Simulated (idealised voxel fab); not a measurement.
You're looking at the process module voxel transistor to metal.
The figure presents cross-section cut, which has a width of 185 nm and is divided into square cells with an edge length of 5 nm.
Cross-section, as written here: a square-cell grid given band by band from the top down, where a band holds one or more rows of cells.
Each band's line starts with the height of the band's top and of its bottom, in nm. Then come its materials from left to right, each with its width in nm. One material with "throughout" fills the band from edge to edge. "empty" is empty space.
Counting heights begins at 0, where everything beneath is, in the wafer as received, one material. The lowest band has no bottom; it goes on downwards, as "from 0 down" shows.
The two numbers in a width such as "30->40" mark its ends across the band: the first belongs to the top row of cells, the second to the bottom row, and from each row to the next the width moves by the same amount.
Any step labelled "remained unchanged" changed none of the cells in the cross-section.
Any empty space of 8 cells or more lacking an open way to the top shows up in "Enclosed void listing" as width x height at distance, distance from the left edge, in nm.
after a step's settings: what the simulator itself notes on the step
overlay nm: mask offset rightward from planned place, masked step; negative means leftward offset.
### List of planned process steps
1 op RECEIVE | material Si
2 op OXIDIZE | depth nm 5
3 op CONFORMAL_DEP | material SiN | thk nm 10
4 op DIRECTIONAL_DEP | material aC | thk nm 15
5 op PATTERN | tone cover | mask id ACTIVE | material resist | width nm 110 | thk nm 30 | overlay nm 0
6 op DIRECTIONAL_ETCH | etch materials aC | depth nm 15
7 op STRIP | etch materials resist
8 op DIRECTIONAL_ETCH | etch materials SiN | depth nm 10
9 op DIRECTIONAL_ETCH | etch materials SiO2 | depth nm 5
10 op DIRECTIONAL_ETCH | etch materials Si | depth nm 30
11 op STRIP | etch materials aC
12 op FILL_DEP | material SiO2 | thk nm 15
13 op CMP | height nm 10
14 op SELECTIVE_ETCH | etch materials SiO2 | depth nm 10
15 op STRIP | etch materials SiN
16 op SELECTIVE_ETCH | etch materials SiO2 | depth nm 5
17 op OXIDIZE | depth nm 5
18 op DIRECTIONAL_DEP | material polySi | thk nm 20
19 op DIRECTIONAL_DEP | material SiCN | thk nm 10
20 op MASKED_ETCH | tone cover | mask id GATE | width nm 30 | etch materials SiCN | depth nm 20 | overlay nm 0
21 op MASKED_ETCH | tone cover | mask id GATE | width nm 30 | etch materials polySi | depth nm 30 | overlay nm 0
22 op CONFORMAL_DEP | material SiO2 | thk nm 5
23 op DIRECTIONAL_ETCH | etch materials SiO2 | depth nm 5
24 op CONFORMAL_DEP | material SiN | thk nm 5
25 op DIRECTIONAL_ETCH | etch materials SiN | depth nm 5
26 op DIRECTIONAL_ETCH | etch materials SiO2 | depth nm 5
27 op DIRECTIONAL_ETCH | etch materials Si | depth nm 10
28 op EPI | material nSi | thk nm 15
29 op FILL_DEP | material SiO2 | thk nm 5
30 op CMP | height nm 15
31 op STRIP | etch materials polySi
32 op SELECTIVE_ETCH | etch materials SiO2 | depth nm 5
33 op CONFORMAL_DEP | material HfO2 | thk nm 5
34 op CONFORMAL_DEP | material TiN | thk nm 5
35 op FILL_DEP | material W | thk nm 10
36 op CMP | height nm 10
37 op DIRECTIONAL_DEP | material SiO2 | thk nm 10
38 op DIRECTIONAL_DEP | material aC | thk nm 10
39 op PATTERN | tone open | mask id CONTACT | material resist | width nm 15 | pitch nm 75 | thk nm 30 | overlay nm 0
40 op DIRECTIONAL_ETCH | etch materials aC | depth nm 10
41 op STRIP | etch materials resist
42 op DIRECTIONAL_ETCH | etch materials SiO2 | depth nm 25
43 op STRIP | etch materials aC
44 op CONFORMAL_DEP | material TiN | thk nm 5
45 op FILL_DEP | material Ru | thk nm 10
46 op CMP | height nm 20
47 op CONFORMAL_DEP | material SiN | thk nm 5
48 op DIRECTIONAL_DEP | material lowk | thk nm 25
49 op MASKED_ETCH | tone open | mask id METAL_1 | width nm 15 | pitch nm 75 | etch materials lowk | depth nm 25 | overlay nm 0
50 op MASKED_ETCH | tone open | mask id METAL_1 | width nm 15 | pitch nm 75 | etch materials SiN | depth nm 5 | overlay nm 0
51 op CONFORMAL_DEP | material TiN | thk nm 5
52 op FILL_DEP | material Ru | thk nm 10
53 op CMP | height nm 50
54 op EPI | material Ru | thk nm 5
55 op FILL_DEP | material SiCN | thk nm 5
56 op DIRECTIONAL_DEP | material lowk | thk nm 30
57 op PATTERN | tone open | mask id METAL_2 | material resist | width nm 15 | pitch nm 75 | thk nm 15 | overlay nm 0
58 op DIRECTIONAL_ETCH | etch materials lowk | depth nm 20
59 op STRIP | etch materials resist
60 op MASKED_ETCH | tone open | mask id METAL_2_HOLES | width nm 15 | pitch nm 75 | etch materials lowk | depth nm 10 | overlay nm 0
61 op MASKED_ETCH | tone open | mask id METAL_2_HOLES | width nm 15 | pitch nm 75 | etch materials SiCN | depth nm 5 | overlay nm 0
62 op CONFORMAL_DEP | material TiN | thk nm 5
63 op FILL_DEP | material Cu | thk nm 10
64 op CMP | height nm 90
65 op CONFORMAL_DEP | material SiN | thk nm 5
### Cross-section of the wafer upon arrival, representing the state reached after step 1
	from 0 down | Si throughout
	Enclosed void listing: none
### Post-module cross-section: identical start and plan to those above, one misstep in execution
	from 95 to 90 | SiN throughout
	from 90 to 60 | 45 nm lowk / 5 nm TiN / 5 nm Cu / 5 nm TiN / 60 nm lowk / 5 nm TiN / 5 nm Cu / 5 nm TiN / 50 nm lowk
	from 60 to 55 | 45 nm SiCN / 15 nm TiN / 60 nm SiCN / 15 nm TiN / 50 nm SiCN
	from 55 to 50 | 40 nm SiCN / 25 nm Ru / 50 nm SiCN / 25 nm Ru / 45 nm SiCN
	from 50 to 25 | 45 nm lowk / 5 nm TiN / 5 nm Ru / 5 nm TiN / 60 nm lowk / 5 nm TiN / 5 nm Ru / 5 nm TiN / 50 nm lowk
	from 25 to 20 | 45 nm SiN / 15 nm TiN / 60 nm SiN / 15 nm TiN / 50 nm SiN
	from 20 to 10 | 45 nm SiO2 / 5 nm TiN / 5 nm Ru / 5 nm TiN / 60 nm SiO2 / 5 nm TiN / 5 nm Ru / 5 nm TiN / 50 nm SiO2
	from 10 to 0 | 45 nm SiO2 / 5 nm TiN / 5 nm Ru / 5 nm TiN / 5 nm SiO2 / 5 nm SiN / 5 nm HfO2 / 5 nm TiN / 20 nm W / 5 nm TiN / 5 nm HfO2 / 5 nm SiN / 5 nm SiO2 / 5 nm TiN / 5 nm Ru / 5 nm TiN / 50 nm SiO2
	from 0 to -5 | 45 nm SiO2 / 15 nm TiN / 5 nm SiO2 / 5 nm SiN / 5 nm HfO2 / 30 nm TiN / 5 nm HfO2 / 5 nm SiN / 5 nm SiO2 / 15 nm TiN / 50 nm SiO2
	from -5 to -10 | 20 nm SiO2 / 45 nm nSi / 5 nm SiO2 / 40 nm HfO2 / 5 nm SiO2 / 45 nm nSi / 25 nm SiO2
	from -10 to -35 | 35 nm SiO2 / 110 nm Si / 40 nm SiO2
	from -35 down | Si throughout
	Enclosed void listing: none
What broke from the plan during processing? plan vs actual: 27 and 28 interchanged
